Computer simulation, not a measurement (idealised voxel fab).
The process module presented herein is designated voxel capacitor over wiring.
Displayed cross-section: cut, width of 225 nm, square cells sized 5 nm.
In this document a cross-section is written as a grid of square cells. It is given as a series of bands, listed from the top down, and a band is one or more rows of cells. Quick guide to a band line: top height, bottom height (nm) up front; then every material left to right with its width in nm. Only one material and it's marked "full width"? Then it fills the band edge to edge. And "air" just means empty space. A quick word on heights: they are counted from 0, and under that level the wafer as it came to us is one material throughout. The lowest band is different from the rest in having no bottom; it simply continues downward, written as in "0..down". With a width like "30->40", each row of cells in the band differs from the next by the same amount, the top row carrying the first number and the bottom row the second. Key: "no change" - step with no changed cell in the cross-section. This entry, "Closed cavities", enumerates those empty regions of no fewer than 8 cells that possess no open connection to the top. Each region is reported in the form width x height at distance, the distance being taken from the left edge, with all three quantities expressed in nm. On each step's line, the part that comes after the settings is the simulator's own comment on the step. Regarding "overlay nm": on a step with a mask, it is the distance the mask lay to the right of its planned place; a negative value places it to the left.

## Below is the list of planned process steps
1) op RECEIVE | material Si
2) op CONFORMAL_DEP | material SiO2 | thk nm 15
3) op CONFORMAL_DEP | material SiN | thk nm 5
4) op DIRECTIONAL_DEP | material SiO2 | thk nm 25
5) op PATTERN | tone open | mask id METAL_1 | material resist | width nm 30 | pitch nm 80 | thk nm 15 | overlay nm 0
6) op DIRECTIONAL_ETCH | etch materials SiO2 | depth nm 25
7) op DIRECTIONAL_ETCH | etch materials SiN | depth nm 5
8) op STRIP | etch materials resist
9) op CONFORMAL_DEP | material TiN | thk nm 5
10) op FILL_DEP | material W | thk nm 10
11) op CMP | height nm 45
12) op CONFORMAL_DEP | material SiCN | thk nm 5
13) op DIRECTIONAL_DEP | material lowk | thk nm 15
14) op PATTERN | tone open | mask id PLUG_1 | material resist | width nm 15 | thk nm 20 | overlay nm 0
15) op DIRECTIONAL_ETCH | etch materials lowk | depth nm 15
16) op DIRECTIONAL_ETCH | etch materials SiCN | depth nm 5
17) op STRIP | etch materials resist
18) op EPI | material Ru | thk nm 10
19) op EPI | material Ru | thk nm 10
20) op DIRECTIONAL_DEP | material TiN | thk nm 10
21) op DIRECTIONAL_DEP | material HfO2 | thk nm 5
22) op DIRECTIONAL_DEP | material TiN | thk nm 10
23) op MASKED_ETCH | tone cover | mask id UPPER_PLATE | width nm 55 | etch materials TiN | depth nm 10 | overlay nm 0
24) op MASKED_ETCH | tone cover | mask id UPPER_PLATE | width nm 55 | etch materials HfO2 | depth nm 5 | overlay nm 0
25) op MASKED_ETCH | tone cover | mask id LOWER_PLATE | width nm 65 | etch materials TiN | depth nm 10 | overlay nm 0
26) op FILL_DEP | material SiO2 | thk nm 20
27) op CMP | height nm 105
28) op PATTERN | tone open | mask id PLUG_2 | material resist | width nm 15 | thk nm 15 | overlay nm 0
29) op DIRECTIONAL_ETCH | etch materials SiO2 | depth nm 15
30) op STRIP | etch materials resist
31) op CONFORMAL_DEP | material TiN | thk nm 5
32) op FILL_DEP | material Ru | thk nm 10
33) op CMP | height nm 105
34) op CONFORMAL_DEP | material SiN | thk nm 5

## First of two wafers: run as planned

## Received-state cross-section, reflecting completion of step 1
> 0..down = Si full width
> Closed cavities: none

## Cross-section of the wafer subsequent to step 2
> 15..0 = SiO2 full width
> Below 0 it's all the same as before, nothing changed down there.

## Cross-section of the wafer subsequent to step 3
> 20..15 = SiN full width
> Below 15 it's all the same as before, nothing changed down there.

## Cross-section of the wafer subsequent to step 4
> 45..20 = SiO2 full width
> Below 20 it's all the same as before, nothing changed down there.

## Cross-section of the wafer subsequent to step 5
> 60..45 = resist=55, air=30, resist=50, air=30, resist=60
> Below 45 it's all the same as before, nothing changed down there.

## Cross-section of the wafer subsequent to step 6
> 60..45 = resist=55, air=30, resist=50, air=30, resist=60
> 45..20 = SiO2=55, air=30, SiO2=50, air=30, SiO2=60
> Below 20 it's all the same as before, nothing changed down there.

## Cross-section of the wafer subsequent to step 7
> 60..45 = resist=55, air=30, resist=50, air=30, resist=60
> 45..20 = SiO2=55, air=30, SiO2=50, air=30, SiO2=60
> 20..15 = SiN=55, air=30, SiN=50, air=30, SiN=60
> Below 15 it's all the same as before, nothing changed down there.

## Cross-section of the wafer subsequent to step 8
> 45..20 = SiO2=55, air=30, SiO2=50, air=30, SiO2=60
> Below 20 it's all the same as before, nothing changed down there.

## Cross-section of the wafer subsequent to step 9
> 50..45 = TiN=60, air=20, TiN=60, air=20, TiN=65
> 45..20 = SiO2=55, TiN=5, air=20, TiN=5, SiO2=50, TiN=5, air=20, TiN=5, SiO2=60
> 20..15 = SiN=55, TiN=30, SiN=50, TiN=30, SiN=60
> Below 15 it's all the same as before, nothing changed down there.

## Cross-section of the wafer subsequent to step 10
> 60..50 = W full width
> 50..45 = TiN=60, W=20, TiN=60, W=20, TiN=65
> 45..20 = SiO2=55, TiN=5, W=20, TiN=5, SiO2=50, TiN=5, W=20, TiN=5, SiO2=60
> Below 20 it's all the same as before, nothing changed down there.

## Cross-section of the wafer subsequent to step 11
> 45..20 = SiO2=55, TiN=5, W=20, TiN=5, SiO2=50, TiN=5, W=20, TiN=5, SiO2=60
> Below 20 it's all the same as before, nothing changed down there.

## Cross-section of the wafer subsequent to step 12
> 50..45 = SiCN full width
> Below 45 it's all the same as before, nothing changed down there.

## Cross-section of the wafer subsequent to step 13
> 65..50 = lowk full width
> Below 50 it's all the same as before, nothing changed down there.

## Cross-section of the wafer subsequent to step 14
> 85..65 = resist=70, air=15, resist=140
> Below 65 it's all the same as before, nothing changed down there.

## Cross-section of the wafer subsequent to step 15
> 85..65 = resist=70, air=15, resist=140
> 65..50 = lowk=70, air=15, lowk=140
> Below 50 it's all the same as before, nothing changed down there.

## Cross-section of the wafer subsequent to step 16
> 85..65 = resist=70, air=15, resist=140
> 65..50 = lowk=70, air=15, lowk=140
> 50..45 = SiCN=70, air=15, SiCN=140
> Below 45 it's all the same as before, nothing changed down there.

## Cross-section of the wafer subsequent to step 17
> 65..50 = lowk=70, air=15, lowk=140
> Below 50 it's all the same as before, nothing changed down there.

## Cross-section of the wafer subsequent to step 18
> 65..55 = lowk=70, air=15, lowk=140
> 55..50 = lowk=70, Ru=15, lowk=140
> 50..45 = SiCN=70, Ru=15, SiCN=140
> Below 45 it's all the same as before, nothing changed down there.

## Cross-section of the wafer subsequent to step 19
> 65..50 = lowk=70, Ru=15, lowk=140
> Below 50 it's all the same as before, nothing changed down there.

## Cross-section of the wafer subsequent to step 20
> 75..65 = TiN full width
> Below 65 it's all the same as before, nothing changed down there.

## Cross-section of the wafer subsequent to step 21
> 80..75 = HfO2 full width
> Below 75 it's all the same as before, nothing changed down there.

## Cross-section of the wafer subsequent to step 22
> 90..80 = TiN full width
> Below 80 it's all the same as before, nothing changed down there.

## Cross-section of the wafer subsequent to step 23
> 90..80 = air=70, TiN=55, air=100
> Below 80 it's all the same as before, nothing changed down there.

## Cross-section of the wafer subsequent to step 24
> 90..80 = air=70, TiN=55, air=100
> 80..75 = air=70, HfO2=55, air=100
> Below 75 it's all the same as before, nothing changed down there.

## Cross-section of the wafer subsequent to step 25
> 90..80 = air=70, TiN=55, air=100
> 80..75 = air=70, HfO2=55, air=100
> 75..65 = air=65, TiN=65, air=95
> Below 65 it's all the same as before, nothing changed down there.

## Cross-section of the wafer subsequent to step 26
> 110..90 = SiO2 full width
> 90..80 = SiO2=70, TiN=55, SiO2=100
> 80..75 = SiO2=70, HfO2=55, SiO2=100
> 75..65 = SiO2=65, TiN=65, SiO2=95
> Below 65 it's all the same as before, nothing changed down there.

## Cross-section of the wafer subsequent to step 27
> 105..90 = SiO2 full width
> Below 90 it's all the same as before, nothing changed down there.

## Cross-section of the wafer subsequent to step 28
> 120..105 = resist=80, air=15, resist=130
> Below 105 it's all the same as before, nothing changed down there.

## Cross-section of the wafer subsequent to step 29
> 120..105 = resist=80, air=15, resist=130
> 105..90 = SiO2=80, air=15, SiO2=130
> Below 90 it's all the same as before, nothing changed down there.

## Cross-section of the wafer subsequent to step 30
> 105..90 = SiO2=80, air=15, SiO2=130
> Below 90 it's all the same as before, nothing changed down there.

## Cross-section of the wafer subsequent to step 31
> 110..105 = TiN=85, air=5, TiN=135
> 105..95 = SiO2=80, TiN=5, air=5, TiN=5, SiO2=130
> 95..90 = SiO2=80, TiN=15, SiO2=130
> Below 90 it's all the same as before, nothing changed down there.

## Cross-section of the wafer subsequent to step 32
> 120..110 = Ru full width
> 110..105 = TiN=85, Ru=5, TiN=135
> 105..95 = SiO2=80, TiN=5, Ru=5, TiN=5, SiO2=130
> Below 95 it's all the same as before, nothing changed down there.

## Cross-section of the wafer subsequent to step 33
> 105..95 = SiO2=80, TiN=5, Ru=5, TiN=5, SiO2=130
> Below 95 it's all the same as before, nothing changed down there.

## Cross-section of the wafer subsequent to step 34
> 110..105 = SiN full width
> Below 105 it's all the same as before, nothing changed down there.

## Okay, second wafer. Nothing different at the start, nothing different in the plan, just one mistake somewhere in the running. As far as step 24, counting that step, it's the first wafer all over again

## Cross-section of the second wafer at the time step 25 of the plan should have ended
> 90..80 = air=70, TiN=55, air=100
> 80..75 = air=70, HfO2=55, air=100
> 75..65 = air=60, TiN=75, air=90
> Below 65 it's all the same as before, nothing changed down there.

## Cross-section of the second wafer at the time step 26 of the plan should have ended
> 110..90 = SiO2 full width
> 90..80 = SiO2=70, TiN=55, SiO2=100
> 80..75 = SiO2=70, HfO2=55, SiO2=100
> 75..65 = SiO2=60, TiN=75, SiO2=90
> Below 65 it's all the same as before, nothing changed down there.

## Cross-section of the second wafer at the time step 27 of the plan should have ended
> 105..90 = SiO2 full width
> Below 90 it's all the same as before, nothing changed down there.

## Cross-section of the second wafer at the time step 28 of the plan should have ended
> 120..105 = resist=80, air=15, resist=130
> Below 105 it's all the same as before, nothing changed down there.

## Cross-section of the second wafer at the time step 29 of the plan should have ended
> 120..105 = resist=80, air=15, resist=130
> 105..90 = SiO2=80, air=15, SiO2=130
> Below 90 it's all the same as before, nothing changed down there.

## Cross-section of the second wafer at the time step 30 of the plan should have ended
> 105..90 = SiO2=80, air=15, SiO2=130
> Below 90 it's all the same as before, nothing changed down there.

## Cross-section of the second wafer at the time step 31 of the plan should have ended
> 110..105 = TiN=85, air=5, TiN=135
> 105..95 = SiO2=80, TiN=5, air=5, TiN=5, SiO2=130
> 95..90 = SiO2=80, TiN=15, SiO2=130
> Below 90 it's all the same as before, nothing changed down there.

## Cross-section of the second wafer at the time step 32 of the plan should have ended
> 120..110 = Ru full width
> 110..105 = TiN=85, Ru=5, TiN=135
> 105..95 = SiO2=80, TiN=5, Ru=5, TiN=5, SiO2=130
> Below 95 it's all the same as before, nothing changed down there.

## Cross-section of the second wafer at the time step 33 of the plan should have ended
> 105..95 = SiO2=80, TiN=5, Ru=5, TiN=5, SiO2=130
> Below 95 it's all the same as before, nothing changed down there.

## Cross-section of the second wafer at the time step 34 of the plan should have ended
> 110..105 = SiN full width
> Below 105 it's all the same as before, nothing changed down there.
Nonconformance to the process plan: step 25: run off-plan, actual operation and settings op MASKED_ETCH | tone cover | mask id LOWER_PLATE | width nm 75 | etch materials TiN | depth nm 10 | overlay nm 0
It is noted that, at the conclusion of processing, the second wafer exhibits a higher or lower cell count for certain materials relative to the first: SiO2: 4 fewer, TiN: 4 more
